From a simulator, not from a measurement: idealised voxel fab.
process module | voxel self aligned contacts
cross-section cut | 260 nm wide | cells 5 nm
A cross-section is a grid of square cells, given in bands from the top down. A band is one or more rows of cells.
Each band's line starts with the height of the band's top and of its bottom, in nm. Then come its materials from left to right, each with its width in nm. One material with "throughout" fills the band from edge to edge. "air" is empty space.
Height 0 is the level under which the wafer as received is all one material. The lowest band goes on downwards, as in "0 down".
A width such as "30 to 40" changes by the same amount from each row of cells to the next, from the band's top row to its bottom row.
"no change" after a step means that no cell of the cross-section changed.
closed voids: empty space of 8 cells or more with no open way to the top, each as width x height at its distance from the left edge, in nm
after a step's settings: what the simulator itself notes on the step
overlay nm, on a step with a mask: how far to the right of its planned place the mask lay; to the left if negative
plan
1 op RECEIVE | material Si
2 op CONFORMAL_DEP | material SiO2 | thk nm 5
3 op DIRECTIONAL_DEP | material polySi | thk nm 30
4 op DIRECTIONAL_DEP | material SiN | thk nm 25
5 op MASKED_ETCH | tone cover | mask id GATE | width nm 25 | pitch nm 60 | etch materials SiN | depth nm 25 | overlay nm 0
6 op MASKED_ETCH | tone cover | mask id GATE | width nm 25 | pitch nm 60 | etch materials polySi | depth nm 30 | overlay nm 0
7 op CONFORMAL_DEP | material SiN | thk nm 10
8 op DIRECTIONAL_ETCH | etch materials SiN | depth nm 10
9 op FILL_DEP | material SiO2 | thk nm 15
10 op CMP | height nm 65
11 op MASKED_ETCH | tone open | mask id CONTACT | width nm 45 | pitch nm 60 | etch materials SiO2 | depth nm 65 | overlay nm 0
12 op CONFORMAL_DEP | material TiN | thk nm 5
13 op FILL_DEP | material W | thk nm 5
14 op CMP | height nm 65
15 op CONFORMAL_DEP | material SiCN | thk nm 5
varied across the wafers: thk nm of step 15. The plan shows the first wafer's value. All wafers start alike
first wafer as received, after step 1
  0 down: Si throughout
  closed voids: none
each wafer at the end: cells of each material gained (+) or lost (-) since it was received, then its closed voids
thk nm 5 | +52 SiCN | +207 SiN | +289 SiO2 | +66 TiN | +24 W | +90 polySi | closed voids: none
thk nm 10 | +104 SiCN | +207 SiN | +289 SiO2 | +66 TiN | +24 W | +90 polySi | closed voids: none
thk nm 15 | +156 SiCN | +207 SiN | +289 SiO2 | +66 TiN | +24 W | +90 polySi | closed voids: none
thk nm 20 | +208 SiCN | +207 SiN | +289 SiO2 | +66 TiN | +24 W | +90 polySi | closed voids: none
